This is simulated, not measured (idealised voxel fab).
Name of the process module below: voxel released beams
Cross-section cut: width 255 nm, square cells of 5 nm.
Bands, listed from the top down, are how a cross-section gets written in this document; the cross-section itself is a grid of square cells, and a band is one or more rows of them.
Basically the band line says how high the top is and how high the bottom is, in nm, and then what's in it from left to right, every material with its width in nm. Empty space shows up as "air", and if a single material carries "edge to edge" it runs the full band edge to edge.
Height 0 is the level under which the wafer as received is all one material. The lowest band goes on downwards, as in "z 0 and below".
The notation "30 to 40" denotes a width that varies across the rows of cells in the band, beginning at the first number in the top row, finishing at the second number in the bottom row, and changing by an identical amount from each row to the next.
The designation "no change occurred", where it is given for a processing step, indicates that no cell of the cross-section was altered in the course of that step.
So "Voids, fully enclosed" is basically the list of trapped voids: any empty space of 8 cells or more that can't reach the top through an opening. They're written width x height at distance, the distance being from the left edge, and it's all nm.
Anything after a step's settings on that line? It's the simulator's own note about the step.
"overlay nm" on a masked step: distance the mask lay right of its planned place, negative for left.
### Intended process steps
step 1: RECEIVE, material Si
step 2: CONFORMAL_DEP, material Al2O3, thk nm 5
step 3: DIRECTIONAL_DEP, material SiO2, thk nm 20
step 4: PATTERN, tone open, mask id ANCHOR, material resist, width nm 35, thk nm 20, overlay nm 0
step 5: DIRECTIONAL_ETCH, etch materials SiO2, depth nm 20
step 6: STRIP, etch materials resist
step 7: CONFORMAL_DEP, material SiN, thk nm 15
step 8: MASKED_ETCH, tone cover, mask id BEAM, width nm 120, etch materials SiN, depth nm 15, overlay nm 0
step 9: STRIP, etch materials SiO2
### Concerning the first of two wafers, which was run in accordance with the plan
### Incoming wafer, cross-sectional view, post step 1
> z 0 and below | Si edge to edge
> Voids, fully enclosed: none
### Wafer after step 2 (cross-section)
> z 5 to 0 | Al2O3 edge to edge
> Nothing below the height 0 has changed.
### Wafer after step 3 (cross-section)
> z 25 to 5 | SiO2 edge to edge
> Nothing below the height 5 has changed.
### Wafer after step 4 (cross-section)
> z 45 to 25 | resist (70); air (35); resist (150)
> Nothing below the height 25 has changed.
### Wafer after step 5 (cross-section)
> z 45 to 25 | resist (70); air (35); resist (150)
> z 25 to 5 | SiO2 (70); air (35); SiO2 (150)
> Nothing below the height 5 has changed.
### Wafer after step 6 (cross-section)
> z 25 to 5 | SiO2 (70); air (35); SiO2 (150)
> Nothing below the height 5 has changed.
### Wafer after step 7 (cross-section)
> z 40 to 25 | SiN (85); air (5); SiN (165)
> z 25 to 20 | SiO2 (70); SiN (15); air (5); SiN (15); SiO2 (150)
> z 20 to 5 | SiO2 (70); SiN (35); SiO2 (150)
> Nothing below the height 5 has changed.
### Wafer after step 8 (cross-section)
> z 40 to 25 | air (65); SiN (20); air (5); SiN (95); air (70)
> Nothing below the height 25 has changed.
### Wafer after step 9 (cross-section)
> z 40 to 25 | air (65); SiN (20); air (5); SiN (95); air (70)
> z 25 to 20 | air (70); SiN (15); air (5); SiN (15); air (150)
> z 20 to 5 | air (70); SiN (35); air (150)
> Nothing below the height 5 has changed.
### For the second wafer, take the first wafer's start and plan, then add one mistake made in running it; everything through step 6, that step included, is shared with the first
### Second wafer shown in cross-section at the time step 7 was slated to end
> z 55 to 25 | SiN edge to edge
> z 25 to 5 | SiO2 (70); SiN (35); SiO2 (150)
> Nothing below the height 5 has changed.
### Second wafer shown in cross-section at the time step 8 was slated to end
> z 55 to 40 | air (65); SiN (120); air (70)
> Nothing below the height 40 has changed.
Second wafer shown in cross-section at the time step 9 was slated to end: no change occurred
Where did the run depart from the plan? the plan had its step 7 run twice
Heads up, by the end the second wafer has more or fewer cells of some materials compared to the first: 157 more of SiN; 176 more of SiO2
